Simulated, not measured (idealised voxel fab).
The name of this process module is voxel self aligned vias.
Section shown: cut. Width: 155 nm. Cell size: 5 nm, square.
Each cross-section below is a grid of square cells, stated as bands in top-down order, with one or more rows of cells making up each band. Basically the band line says how high the top is and how high the bottom is, in nm, and then what's in it from left to right, every material with its width in nm. Empty space shows up as "blank", and if a single material carries "full width" it runs the full band edge to edge. Heights are measured from 0, the level below which the as-received wafer is all one material; the lowest band has no bottom and continues downward, written as in "0 and below". A width given as "30 to 40" starts at the first number in the band's top row and ends at the second number in its bottom row, shifting by an equal amount at every step from row to row. It should be understood that the words "identical to before", when stated for a given step, signify that the cross-section underwent no change in any of its cells during that step. In the "Closed void listing" entry, you get each enclosed empty space of 8 cells or more, one with no open way to the top, written width x height at distance, distance from the left edge, in nm. Past the settings on a step's line: simulator remark, on that step. Among the settings permitted on a step's line is "overlay nm"; applied to a step with a mask, it specifies the extent to which the mask lay to the right of its planned position, whereas a negative figure signifies a position to the left.
-- The steps planned for the process are as follows
1 RECEIVE,material Si
2 CONFORMAL_DEP,material SiO2,thk nm 10
3 CONFORMAL_DEP,material SiCN,thk nm 5
4 DIRECTIONAL_DEP,material lowk,thk nm 25
5 DIRECTIONAL_DEP,material aC,thk nm 15
6 PATTERN,tone open,mask id LINES,material resist,width nm 20,pitch nm 70,thk nm 35,overlay nm 0
7 DIRECTIONAL_ETCH,etch materials aC,depth nm 15
8 STRIP,etch materials resist
9 DIRECTIONAL_ETCH,etch materials lowk,depth nm 25
10 STRIP,etch materials aC
11 CONFORMAL_DEP,material TiN,thk nm 5
12 FILL_DEP,material Ru,thk nm 5
13 CMP,height nm 40
14 SELECTIVE_ETCH,etch materials W Ru TiN,depth nm 5
15 FILL_DEP,material SiN,thk nm 10
16 CMP,height nm 40
17 DIRECTIONAL_DEP,material lowk,thk nm 15
18 MASKED_ETCH,tone open,mask id VIAS,width nm 40,etch materials lowk,depth nm 15,overlay nm 0
19 MASKED_ETCH,tone open,mask id VIAS,width nm 40,etch materials SiN,depth nm 5,overlay nm 0
20 CONFORMAL_DEP,material TiN,thk nm 5
21 FILL_DEP,material Cu,thk nm 10
22 CMP,height nm 55
23 CONFORMAL_DEP,material SiN,thk nm 5
-- First wafer of two (run as planned)
-- Wafer cross-section on receipt, i.e. after step 1
* 0 and below = Si full width
* Closed void listing: none
-- You're looking at a cross-section of the wafer after step 2
* 10 down to 0 = SiO2 full width
* For the remainder of the cross-section, below 0, there is no change.
-- You're looking at a cross-section of the wafer after step 3
* 15 down to 10 = SiCN full width
* For the remainder of the cross-section, below 10, there is no change.
-- You're looking at a cross-section of the wafer after step 4
* 40 down to 15 = lowk full width
* For the remainder of the cross-section, below 15, there is no change.
-- You're looking at a cross-section of the wafer after step 5
* 55 down to 40 = aC full width
* For the remainder of the cross-section, below 40, there is no change.
-- You're looking at a cross-section of the wafer after step 6
* 90 down to 55 = 30 nm resist, then 20 nm blank, then 50 nm resist, then 20 nm blank, then 35 nm resist
* For the remainder of the cross-section, below 55, there is no change.
-- You're looking at a cross-section of the wafer after step 7
* 75 down to 55 = 30 nm resist, then 20 nm blank, then 50 nm resist, then 20 nm blank, then 35 nm resist
* 55 down to 40 = 30 nm aC, then 20 nm blank, then 50 nm aC, then 20 nm blank, then 35 nm aC
* For the remainder of the cross-section, below 40, there is no change.
-- You're looking at a cross-section of the wafer after step 8
* 55 down to 40 = 30 nm aC, then 20 nm blank, then 50 nm aC, then 20 nm blank, then 35 nm aC
* For the remainder of the cross-section, below 40, there is no change.
-- You're looking at a cross-section of the wafer after step 9
* 55 down to 40 = 30 nm aC, then 20 nm blank, then 50 nm aC, then 20 nm blank, then 35 nm aC
* 40 down to 15 = 30 nm lowk, then 20 nm blank, then 50 nm lowk, then 20 nm blank, then 35 nm lowk
* For the remainder of the cross-section, below 15, there is no change.
-- You're looking at a cross-section of the wafer after step 10
* 40 down to 15 = 30 nm lowk, then 20 nm blank, then 50 nm lowk, then 20 nm blank, then 35 nm lowk
* For the remainder of the cross-section, below 15, there is no change.
-- You're looking at a cross-section of the wafer after step 11
* 45 down to 40 = 35 nm TiN, then 10 nm blank, then 60 nm TiN, then 10 nm blank, then 40 nm TiN
* 40 down to 20 = 30 nm lowk, then 5 nm TiN, then 10 nm blank, then 5 nm TiN, then 50 nm lowk, then 5 nm TiN, then 10 nm blank, then 5 nm TiN, then 35 nm lowk
* 20 down to 15 = 30 nm lowk, then 20 nm TiN, then 50 nm lowk, then 20 nm TiN, then 35 nm lowk
* For the remainder of the cross-section, below 15, there is no change.
-- You're looking at a cross-section of the wafer after step 12
* 50 down to 45 = Ru full width
* 45 down to 40 = 35 nm TiN, then 10 nm Ru, then 60 nm TiN, then 10 nm Ru, then 40 nm TiN
* 40 down to 20 = 30 nm lowk, then 5 nm TiN, then 10 nm Ru, then 5 nm TiN, then 50 nm lowk, then 5 nm TiN, then 10 nm Ru, then 5 nm TiN, then 35 nm lowk
* For the remainder of the cross-section, below 20, there is no change.
-- You're looking at a cross-section of the wafer after step 13
* 40 down to 20 = 30 nm lowk, then 5 nm TiN, then 10 nm Ru, then 5 nm TiN, then 50 nm lowk, then 5 nm TiN, then 10 nm Ru, then 5 nm TiN, then 35 nm lowk
* For the remainder of the cross-section, below 20, there is no change.
-- You're looking at a cross-section of the wafer after step 14
* 40 down to 35 = 30 nm lowk, then 20 nm blank, then 50 nm lowk, then 20 nm blank, then 35 nm lowk
* For the remainder of the cross-section, below 35, there is no change.
-- You're looking at a cross-section of the wafer after step 15
* 50 down to 40 = SiN full width
* 40 down to 35 = 30 nm lowk, then 20 nm SiN, then 50 nm lowk, then 20 nm SiN, then 35 nm lowk
* For the remainder of the cross-section, below 35, there is no change.
-- You're looking at a cross-section of the wafer after step 16
* 40 down to 35 = 30 nm lowk, then 20 nm SiN, then 50 nm lowk, then 20 nm SiN, then 35 nm lowk
* For the remainder of the cross-section, below 35, there is no change.
-- You're looking at a cross-section of the wafer after step 17
* 55 down to 40 = lowk full width
* For the remainder of the cross-section, below 40, there is no change.
-- You're looking at a cross-section of the wafer after step 18
* 55 down to 40 = 20 nm lowk, then 40 nm blank, then 95 nm lowk
* For the remainder of the cross-section, below 40, there is no change.
-- You're looking at a cross-section of the wafer after step 19
* 55 down to 40 = 20 nm lowk, then 40 nm blank, then 95 nm lowk
* 40 down to 35 = 30 nm lowk, then 20 nm blank, then 50 nm lowk, then 20 nm SiN, then 35 nm lowk
* For the remainder of the cross-section, below 35, there is no change.
-- You're looking at a cross-section of the wafer after step 20
* 60 down to 55 = 25 nm TiN, then 30 nm blank, then 100 nm TiN
* 55 down to 45 = 20 nm lowk, then 5 nm TiN, then 30 nm blank, then 5 nm TiN, then 95 nm lowk
* 45 down to 40 = 20 nm lowk, then 15 nm TiN, then 10 nm blank, then 15 nm TiN, then 95 nm lowk
* 40 down to 35 = 30 nm lowk, then 20 nm TiN, then 50 nm lowk, then 20 nm SiN, then 35 nm lowk
* For the remainder of the cross-section, below 35, there is no change.
-- You're looking at a cross-section of the wafer after step 21
* 70 down to 60 = Cu full width
* 60 down to 55 = 25 nm TiN, then 30 nm Cu, then 100 nm TiN
* 55 down to 45 = 20 nm lowk, then 5 nm TiN, then 30 nm Cu, then 5 nm TiN, then 95 nm lowk
* 45 down to 40 = 20 nm lowk, then 15 nm TiN, then 10 nm Cu, then 15 nm TiN, then 95 nm lowk
* For the remainder of the cross-section, below 40, there is no change.
-- You're looking at a cross-section of the wafer after step 22
* 55 down to 45 = 20 nm lowk, then 5 nm TiN, then 30 nm Cu, then 5 nm TiN, then 95 nm lowk
* For the remainder of the cross-section, below 45, there is no change.
-- You're looking at a cross-section of the wafer after step 23
* 60 down to 55 = SiN full width
* For the remainder of the cross-section, below 55, there is no change.
-- The second wafer began exactly as the first did and followed the same plan, but one mistake was made while running it; through step 17 inclusive, the two wafers are identical
-- when step 18 should have ended
* 55 down to 40 = 20 nm lowk, then 40 nm blank, then 95 nm lowk
* 40 down to 35 = 20 nm lowk, then 10 nm blank, then 20 nm SiN, then 10 nm blank, then 40 nm lowk, then 20 nm SiN, then 35 nm lowk
* 35 down to 25 = 20 nm lowk, then 10 nm blank, then 5 nm TiN, then 10 nm Ru, then 5 nm TiN, then 10 nm blank, then 40 nm lowk, then 5 nm TiN, then 10 nm Ru, then 5 nm TiN, then 35 nm lowk
* For the remainder of the cross-section, below 25, there is no change.
-- when step 19 should have ended
* 55 down to 40 = 20 nm lowk, then 40 nm blank, then 95 nm lowk
* 40 down to 35 = 20 nm lowk, then 40 nm blank, then 40 nm lowk, then 20 nm SiN, then 35 nm lowk
* For the remainder of the cross-section, below 35, there is no change.
-- when step 20 should have ended
* 60 down to 55 = 25 nm TiN, then 30 nm blank, then 100 nm TiN
* 55 down to 40 = 20 nm lowk, then 5 nm TiN, then 30 nm blank, then 5 nm TiN, then 95 nm lowk
* 40 down to 35 = 20 nm lowk, then 40 nm TiN, then 40 nm lowk, then 20 nm SiN, then 35 nm lowk
* 35 down to 25 = 20 nm lowk, then 15 nm TiN, then 10 nm Ru, then 15 nm TiN, then 40 nm lowk, then 5 nm TiN, then 10 nm Ru, then 5 nm TiN, then 35 nm lowk
* For the remainder of the cross-section, below 25, there is no change.
-- when step 21 should have ended
* 70 down to 60 = Cu full width
* 60 down to 55 = 25 nm TiN, then 30 nm Cu, then 100 nm TiN
* 55 down to 40 = 20 nm lowk, then 5 nm TiN, then 30 nm Cu, then 5 nm TiN, then 95 nm lowk
* For the remainder of the cross-section, below 40, there is no change.
-- when step 22 should have ended
* 55 down to 40 = 20 nm lowk, then 5 nm TiN, then 30 nm Cu, then 5 nm TiN, then 95 nm lowk
* For the remainder of the cross-section, below 40, there is no change.
-- when step 23 should have ended
* 60 down to 55 = SiN full width
* For the remainder of the cross-section, below 55, there is no change.
Plan not followed: execution of plan step 18 occurred twice
Heads up, by the end the second wafer has more or fewer cells of some materials compared to the first: +4 Cu; +8 TiN; -12 lowk
